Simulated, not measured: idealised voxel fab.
The following is a process module called voxel spacer lines.
Each square cell in cross-section cut measures 5 nm, and the section as a whole is 220 nm wide.
Cross-sections here: square-cell grids, written as top-down lists of bands, a band being one or more rows of cells.
First you get the band's top height and its bottom height, in nm, and then the materials it's made of, left to right, with each width in nm. If you see a single material with "all across", that one covers the band edge to edge. "empty" is empty space.
All heights in this document are referenced to 0, defined as the level beneath which the wafer, as received, consists entirely of one material. The lowest band is not bounded below; it extends indefinitely downward and is written in the form "0 nm and below".
So if you see something like "30->40" for the width, read it as the top row of the band sitting at the first number and the bottom row at the second, with every row in between moving by the same amount as the last.
For the purposes of this document, the phrase "nothing altered" attached to a step denotes that no cell within the cross-section was modified by that step.
The label "Listed closed voids" introduces a list of the empty spaces, 8 cells or larger, that have no open way up to the top; each entry in it reads width x height at distance, where the distance is taken from the left edge and all three are stated in nm.
Read whatever lies past the settings on a step's line as the simulator's own remark about the step.
overlay nm: how far to the right of its planned place the mask lay on this masked step (negative: to the left).
## The planned process steps are enumerated hereunder
1) RECEIVE | material Si
2) CONFORMAL_DEP | material Al2O3 | thk nm 10
3) DIRECTIONAL_DEP | material TiN | thk nm 15
4) DIRECTIONAL_DEP | material polySi | thk nm 30
5) PATTERN | tone cover | mask id MANDREL | material resist | width nm 25 | pitch nm 70 | thk nm 35 | overlay nm 0
6) DIRECTIONAL_ETCH | etch materials polySi | depth nm 30
7) STRIP | etch materials resist
8) CONFORMAL_DEP | material SiO2 | thk nm 10
9) DIRECTIONAL_ETCH | etch materials SiO2 | depth nm 10
10) STRIP | etch materials polySi
11) DIRECTIONAL_ETCH | etch materials TiN | depth nm 15
12) STRIP | etch materials SiO2
13) FILL_DEP | material SiO2 | thk nm 5
14) CMP | height nm 25
## Wafer cross-section on receipt, i.e. after step 1
  0 nm and below  Si all across
  Listed closed voids: none
## Result of the module, cross-sectioned: start per above, plan per above, one error in how it was run
  25 nm to 10 nm  SiO2 (60), TiN (10), SiO2 (5), TiN (10), SiO2 (45), TiN (10), SiO2 (5), TiN (10), SiO2 (65)
  10 nm to 0 nm  Al2O3 all across
  0 nm and below  Si all across
  Listed closed voids: none
Want to know what went wrong? step 5 did not happen as planned, as run it was PATTERN | tone open | mask id MANDREL | material resist | width nm 25 | pitch nm 70 | thk nm 35 | overlay nm 0
